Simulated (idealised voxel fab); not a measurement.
The following process module bears the name voxel fin reveal.
It is cross-section cut that appears here, measuring 185 nm in width, its square cells being 5 nm in size.
A cross-section in this document is a grid of square cells, and it is written down as bands, the top band listed before the ones below it; a band is made up of one or more rows of cells.
The entry gives the band's vertical extent as a top height and a bottom height in nm, then its horizontal make-up as materials from left to right, each with a width in nm. "blank" stands for empty space; a single material marked "edge to edge" fills the band edge to edge.
Where do heights start? At 0: under that level the wafer as delivered is made of one material only. And the lowest band has no floor; it just carries on downward, as in "from 0 down".
Per-row width for "30 to 40": begins at first number (top row of band), ends at second number (bottom row), increment between rows held constant.
"nothing was modified" -> step changed no cross-section cell.
Closed empty spaces (no open way to the top) of 8 cells or more are what "Sealed void listing" lists, each as width x height at distance from the left edge, nm for all three.
Formally, on a step line, whatever follows the settings is a remark that the simulator itself makes on the step.
If you see "overlay nm" on a step's line and that step has a mask, it's telling you how far right of where it was planned the mask ended up; a negative number means it went left instead.

The planned process steps are enumerated hereunder
| 1 | RECEIVE,material Si |
| 2 | CONFORMAL_DEP,material SiN,thk nm 10 |
| 3 | PATTERN,tone cover,mask id FINS,material resist,width nm 15,pitch nm 40,thk nm 20,overlay nm 0 |
| 4 | DIRECTIONAL_ETCH,etch materials SiN,depth nm 10 |
| 5 | DIRECTIONAL_ETCH,etch materials Si,depth nm 35 |
| 6 | STRIP,etch materials resist |
| 7 | OXIDIZE,depth nm 5 |
| 8 | FILL_DEP,material SiO2,thk nm 10 |
| 9 | CMP,height nm 10 |
| 10 | SELECTIVE_ETCH,etch materials SiO2,depth nm 30 |
| 11 | STRIP,etch materials SiN |
| 12 | CONFORMAL_DEP,material HfO2,thk nm 5 |

As-received wafer cross-section (after step 1)
    from 0 down  Si edge to edge
    Sealed void listing: none

Final wafer profile in cross-section after the module, from the same start and plan as above, with one mistake made during processing
    from 5 to 0  blank 65 | SiO2 15 | blank 25 | SiO2 15 | blank 65
    from 0 to -15  blank 65 | SiO2 5 | Si 5 | SiO2 5 | blank 25 | SiO2 5 | Si 5 | SiO2 5 | blank 65
    from -15 to -40  SiO2 70 | Si 5 | SiO2 35 | Si 5 | SiO2 70
    from -40 down  Si edge to edge
    Sealed void listing: none
What went wrong in running the wafer? so step 12 ended up running with a different setting than we planned, it ran as CONFORMAL_DEP,material SiO2,thk nm 5
